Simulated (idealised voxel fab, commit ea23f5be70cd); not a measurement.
Title: Process Module voxel self aligned contacts
cross-section cut | 285 nm wide | cells 5 nm
How to read a cross-section here: the picture is a grid of square cells, written as bands going from the top down, and any band can span one or more rows of cells. Top, bottom (nm), then materials left to right with widths (nm); lone material tagged "throughout" fills the whole band edge to edge; "empty" = empty space. Where do heights start? At 0: under that level the wafer as delivered is made of one material only. And the lowest band has no floor; it just carries on downward, as in "from 0 down". Per-row width for "30->40": begins at first number (top row of band), ends at second number (bottom row), increment between rows held constant. For the purposes of this document, the phrase "same as before" attached to a step denotes that no cell within the cross-section was modified by that step. Any empty space of 8 cells or more lacking an open way to the top shows up in "Closed void catalog" as width x height at distance, distance from the left edge, in nm. What comes after the settings on a step's line is commentary from the simulator itself on that step. "overlay nm" denotes, for a step that has a mask, the displacement of the mask to the right of its planned place, with negative values corresponding to the left.
Here's what the planned process steps look like
1: RECEIVE,material Si
2: OXIDIZE,depth nm 5
3: DIRECTIONAL_DEP,material polySi,thk nm 30
4: DIRECTIONAL_DEP,material SiN,thk nm 20
5: MASKED_ETCH,tone cover,mask id GATE,width nm 25,pitch nm 70,etch materials SiN,depth nm 20,overlay nm 0
6: MASKED_ETCH,tone cover,mask id GATE,width nm 25,pitch nm 70,etch materials polySi,depth nm 30,overlay nm 0
7: CONFORMAL_DEP,material SiN,thk nm 10
8: DIRECTIONAL_ETCH,etch materials SiN,depth nm 10
9: FILL_DEP,material SiO2,thk nm 20
10: CMP,height nm 60
11: DIRECTIONAL_DEP,material aC,thk nm 10
12: PATTERN,tone open,mask id CONTACT,material resist,width nm 55,pitch nm 70,thk nm 30,overlay nm 0
13: DIRECTIONAL_ETCH,etch materials aC,depth nm 10
14: STRIP,etch materials resist
15: DIRECTIONAL_ETCH,etch materials SiO2,depth nm 65
16: STRIP,etch materials aC
17: CONFORMAL_DEP,material TiN,thk nm 5
18: FILL_DEP,material W,thk nm 10
19: CMP,height nm 60
20: CONFORMAL_DEP,material SiN,thk nm 5
Wafer cross-section on receipt, i.e. after step 1
> from 0 down  Si throughout
> Closed void catalog: none
First of two wafers at the end of the module, shown in cross-section; run carried out as planned
> from 65 to 60  SiN throughout
> from 60 to 50  SiO2 (80); TiN (5->20); W (45->15); TiN (5->20); SiO2 (15); TiN (5->20); W (45->15); TiN (5->20); SiO2 (80)
> from 50 to 30  SiO2 (50); SiN (45); TiN (5); W (15); TiN (5); SiN (45); TiN (5); W (15); TiN (5); SiN (45); SiO2 (50)
> from 30 to 0  SiO2 (50); SiN (10); polySi (25); SiN (10); TiN (5); W (15); TiN (5); SiN (10); polySi (25); SiN (10); TiN (5); W (15); TiN (5); SiN (10); polySi (25); SiN (10); SiO2 (50)
> from 0 to -5  SiO2 (95); TiN (25); SiO2 (45); TiN (25); SiO2 (95)
> from -5 down  Si throughout
> Closed void catalog: none
The second wafer, shown in cross-section after the module: started the same way as the first and given the same plan, yet one mistake crept into how it was run
> from 80 to 75  SiN throughout
> from 75 to 65  W throughout
> from 65 to 60  TiN (85); W (45); TiN (25); W (45); TiN (85)
> from 60 to 50  SiO2 (80); TiN (5->20); W (45->15); TiN (5->20); SiO2 (15); TiN (5->20); W (45->15); TiN (5->20); SiO2 (80)
> from 50 to 30  SiO2 (50); SiN (45); TiN (5); W (15); TiN (5); SiN (45); TiN (5); W (15); TiN (5); SiN (45); SiO2 (50)
> from 30 to 0  SiO2 (50); SiN (10); polySi (25); SiN (10); TiN (5); W (15); TiN (5); SiN (10); polySi (25); SiN (10); TiN (5); W (15); TiN (5); SiN (10); polySi (25); SiN (10); SiO2 (50)
> from 0 to -5  SiO2 (95); TiN (25); SiO2 (45); TiN (25); SiO2 (95)
> from -5 down  Si throughout
> Closed void catalog: none
Error vs. plan: not run: step 19 of the plan (skipped)
Cell-count delta at end, second wafer over first, by material: +39 TiN; +132 W
